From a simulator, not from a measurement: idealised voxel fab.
process module | voxel transistor to metal
cross-section cut | 185 nm wide | cells 5 nm
A cross-section is a grid of square cells, given in bands from the top down. A band is one or more rows of cells.
Each band's line starts with the height of the band's top and of its bottom, in nm. Then come its materials from left to right, each with its width in nm. One material with "throughout" fills the band from edge to edge. "air" is empty space.
Height 0 is the level under which the wafer as received is all one material. The lowest band goes on downwards, as in "0 down".
A width such as "30 to 40" changes by the same amount from each row of cells to the next, from the band's top row to its bottom row.
"no change" after a step means that no cell of the cross-section changed.
closed voids: empty space of 8 cells or more with no open way to the top, each as width x height at its distance from the left edge, in nm
after a step's settings: what the simulator itself notes on the step
overlay nm, on a step with a mask: how far to the right of its planned place the mask lay; to the left if negative
plan
1 op RECEIVE | material Si
2 op CONFORMAL_DEP | material SiO2 | thk nm 5
3 op CONFORMAL_DEP | material SiN | thk nm 10
4 op PATTERN | tone cover | mask id ACTIVE | material resist | width nm 115 | thk nm 15 | overlay nm 0
5 op DIRECTIONAL_ETCH | etch materials SiN | depth nm 10
6 op DIRECTIONAL_ETCH | etch materials SiO2 | depth nm 5
7 op DIRECTIONAL_ETCH | etch materials Si | depth nm 20
8 op STRIP | etch materials resist
9 op FILL_DEP | material SiO2 | thk nm 15
10 op CMP | height nm 15
11 op SELECTIVE_ETCH | etch materials SiO2 | depth nm 10
12 op STRIP | etch materials SiN
13 op SELECTIVE_ETCH | etch materials SiO2 | depth nm 5
14 op OXIDIZE | depth nm 5
15 op DIRECTIONAL_DEP | material polySi | thk nm 30
16 op DIRECTIONAL_DEP | material SiCN | thk nm 15
17 op MASKED_ETCH | tone cover | mask id GATE | width nm 25 | etch materials SiCN | depth nm 25 | overlay nm 0
18 op MASKED_ETCH | tone cover | mask id GATE | width nm 25 | etch materials polySi | depth nm 40 | overlay nm -10
19 op CONFORMAL_DEP | material SiO2 | thk nm 5
20 op DIRECTIONAL_ETCH | etch materials SiO2 | depth nm 5
21 op CONFORMAL_DEP | material SiN | thk nm 10
22 op DIRECTIONAL_ETCH | etch materials SiN | depth nm 10
23 op DIRECTIONAL_ETCH | etch materials SiO2 | depth nm 5
24 op DIRECTIONAL_ETCH | etch materials Si | depth nm 15
25 op EPI | material pSi | thk nm 15
26 op FILL_DEP | material SiO2 | thk nm 5
27 op CMP | height nm 30
28 op STRIP | etch materials polySi
29 op SELECTIVE_ETCH | etch materials SiO2 | depth nm 5
30 op CONFORMAL_DEP | material HfO2 | thk nm 5
31 op CONFORMAL_DEP | material TiN | thk nm 5
32 op FILL_DEP | material W | thk nm 5
33 op CMP | height nm 25
34 op DIRECTIONAL_DEP | material SiO2 | thk nm 10
35 op MASKED_ETCH | tone open | mask id CONTACT | width nm 15 | pitch nm 80 | etch materials SiO2 | depth nm 40 | overlay nm 0
36 op CONFORMAL_DEP | material TiN | thk nm 5
37 op FILL_DEP | material Ru | thk nm 10
38 op CMP | height nm 35
39 op CONFORMAL_DEP | material SiCN | thk nm 5
40 op DIRECTIONAL_DEP | material SiO2 | thk nm 15
41 op PATTERN | tone open | mask id METAL_1 | material resist | width nm 15 | pitch nm 80 | thk nm 20 | overlay nm 0
42 op DIRECTIONAL_ETCH | etch materials SiO2 | depth nm 15
43 op DIRECTIONAL_ETCH | etch materials SiCN | depth nm 5
44 op STRIP | etch materials resist
45 op CONFORMAL_DEP | material TiN | thk nm 5
46 op FILL_DEP | material Cu | thk nm 5
47 op CMP | height nm 55
48 op CONFORMAL_DEP | material SiN | thk nm 5
varied across the wafers: overlay nm of step 18. The plan shows the first wafer's value. All wafers start alike
first wafer as received, after step 1
  0 down: Si throughout
  closed voids: none
each wafer at the end: cells of each material gained (+) or lost (-) since it was received, then its closed voids
overlay nm -10 | +6 Cu | +19 HfO2 | +5 Ru | -109 Si | +31 SiCN | +57 SiN | +309 SiO2 | +58 TiN | +20 W | +48 pSi | closed voids: none
overlay nm -5 | +6 Cu | +18 HfO2 | +8 Ru | -112 Si | +31 SiCN | +57 SiN | +312 SiO2 | +57 TiN | +16 W | +51 pSi | closed voids: none
overlay nm 0 | +6 Cu | +17 HfO2 | +8 Ru | -115 Si | +31 SiCN | +57 SiN | +315 SiO2 | +59 TiN | +12 W | +54 pSi | closed voids: none
overlay nm 5 | +6 Cu | +18 HfO2 | +8 Ru | -112 Si | +31 SiCN | +57 SiN | +312 SiO2 | +57 TiN | +16 W | +51 pSi | closed voids: none
overlay nm 10 | +6 Cu | +19 HfO2 | +5 Ru | -109 Si | +31 SiCN | +57 SiN | +309 SiO2 | +58 TiN | +20 W | +48 pSi | closed voids: none
